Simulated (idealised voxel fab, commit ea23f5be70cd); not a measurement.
The process module presented herein is designated voxel transistor to metal.
Section cut is 185 nm wide and gridded with 5 nm square cells.
A cross-section in this document is a grid of square cells, and it is written down as bands, the top band listed before the ones below it; a band is made up of one or more rows of cells.
This entry defines a band. It first specifies the height of the band's top and the height of its bottom in nm, and then specifies the band's materials from left to right, stating each material with its width in nm. The word "edge to edge" identifies a single material that fills the band from edge to edge, while the word "empty" identifies empty space.
Height is counted from the level 0, under which the received wafer is composed throughout of one material. The lowest of the bands is not closed at the bottom but continues downward, in the notation "0 down".
The expression "30->40" gives the width at the extremes of the band, the first number at its top row of cells and the second at its bottom row, with the width changing by equal amounts from each row to the next in between.
Where a step carries "nothing changed", the cross-section came out of it unchanged, cell for cell.
"Tabulated closed voids": empty spaces of 8 cells or more with no open way to the top, each given as width x height at distance, distance from the left edge, all in nm.
On a step's line, text after the settings is the simulator commenting on that step.
A step line may carry the setting "overlay nm", which, for steps involving a mask, states the distance by which the mask lay to the right of its intended position; negative values denote displacement to the left.
Plan
1) RECEIVE, material Si
2) CONFORMAL_DEP, material SiO2, thk nm 5
3) CONFORMAL_DEP, material SiN, thk nm 10
4) PATTERN, tone cover, mask id ACTIVE, material resist, width nm 115, thk nm 15, overlay nm 0
5) DIRECTIONAL_ETCH, etch materials SiN, depth nm 10
6) DIRECTIONAL_ETCH, etch materials SiO2, depth nm 5
7) DIRECTIONAL_ETCH, etch materials Si, depth nm 20
8) STRIP, etch materials resist
9) FILL_DEP, material SiO2, thk nm 15
10) CMP, height nm 15
11) SELECTIVE_ETCH, etch materials SiO2, depth nm 10
12) STRIP, etch materials SiN
13) SELECTIVE_ETCH, etch materials SiO2, depth nm 5
14) OXIDIZE, depth nm 5
15) DIRECTIONAL_DEP, material polySi, thk nm 30
16) DIRECTIONAL_DEP, material SiCN, thk nm 15
17) MASKED_ETCH, tone cover, mask id GATE, width nm 25, etch materials SiCN, depth nm 25, overlay nm 0
18) MASKED_ETCH, tone cover, mask id GATE, width nm 25, etch materials polySi, depth nm 40, overlay nm 0
19) CONFORMAL_DEP, material SiO2, thk nm 5
20) DIRECTIONAL_ETCH, etch materials SiO2, depth nm 5
21) CONFORMAL_DEP, material SiN, thk nm 10
22) DIRECTIONAL_ETCH, etch materials SiN, depth nm 10
23) DIRECTIONAL_ETCH, etch materials SiO2, depth nm 5
24) DIRECTIONAL_ETCH, etch materials Si, depth nm 15
25) EPI, material pSi, thk nm 15
26) FILL_DEP, material SiO2, thk nm 5
27) CMP, height nm 30
28) STRIP, etch materials polySi
29) SELECTIVE_ETCH, etch materials SiO2, depth nm 5
30) CONFORMAL_DEP, material HfO2, thk nm 5
31) CONFORMAL_DEP, material TiN, thk nm 5
32) FILL_DEP, material W, thk nm 5
33) CMP, height nm 25
34) DIRECTIONAL_DEP, material SiO2, thk nm 10
35) MASKED_ETCH, tone open, mask id CONTACT, width nm 15, pitch nm 80, etch materials SiO2, depth nm 40, overlay nm 0
36) CONFORMAL_DEP, material TiN, thk nm 5
37) FILL_DEP, material Ru, thk nm 10
38) CMP, height nm 35
39) CONFORMAL_DEP, material SiCN, thk nm 5
40) DIRECTIONAL_DEP, material SiO2, thk nm 15
41) PATTERN, tone open, mask id METAL_1, material resist, width nm 15, pitch nm 80, thk nm 20, overlay nm 0
42) DIRECTIONAL_ETCH, etch materials SiO2, depth nm 15
43) DIRECTIONAL_ETCH, etch materials SiCN, depth nm 5
44) STRIP, etch materials resist
45) CONFORMAL_DEP, material TiN, thk nm 5
46) FILL_DEP, material Cu, thk nm 5
47) CMP, height nm 55
48) CONFORMAL_DEP, material SiN, thk nm 5
The cross-section here shows the wafer as received, i.e. in its state after step 1
0 down | Si edge to edge
Tabulated closed voids: none
Post-module cross-section: identical start and plan to those above, one misstep in execution
60 to 55 | SiN edge to edge
55 to 40 | SiO2 45 nm | TiN 5 nm | Cu 5 nm | TiN 5 nm | SiO2 65 nm | TiN 5 nm | Cu 5 nm | TiN 5 nm | SiO2 45 nm
40 to 35 | SiCN 45 nm | TiN 15 nm | SiCN 65 nm | TiN 15 nm | SiCN 45 nm
35 to 25 | SiO2 45 nm | TiN 5 nm | Ru 5 nm | TiN 5 nm | SiO2 65 nm | TiN 5 nm | Ru 5 nm | TiN 5 nm | SiO2 45 nm
25 to 5 | SiO2 45 nm | TiN 5 nm | Ru 5 nm | TiN 5 nm | SiO2 5 nm | SiN 10 nm | HfO2 5 nm | TiN 5 nm | W 15 nm | TiN 5 nm | HfO2 5 nm | SiN 10 nm | SiO2 5 nm | TiN 5 nm | Ru 5 nm | TiN 5 nm | SiO2 45 nm
5 to 0 | SiO2 45 nm | TiN 5 nm | Ru 5 nm | TiN 5 nm | SiO2 5 nm | SiN 10 nm | HfO2 5 nm | TiN 25 nm | HfO2 5 nm | SiN 10 nm | SiO2 5 nm | TiN 5 nm | Ru 5 nm | TiN 5 nm | SiO2 45 nm
0 to -5 | SiO2 45 nm | TiN 15 nm | SiO2 15 nm | HfO2 35 nm | SiO2 15 nm | TiN 15 nm | SiO2 45 nm
-5 to -15 | SiO2 edge to edge
-15 to -20 | SiO2 35 nm | Si 115 nm | SiO2 35 nm
-20 down | Si edge to edge
Tabulated closed voids: none
What broke from the plan during processing? planned and actual differ for step 14; actual: OXIDIZE, depth nm 15
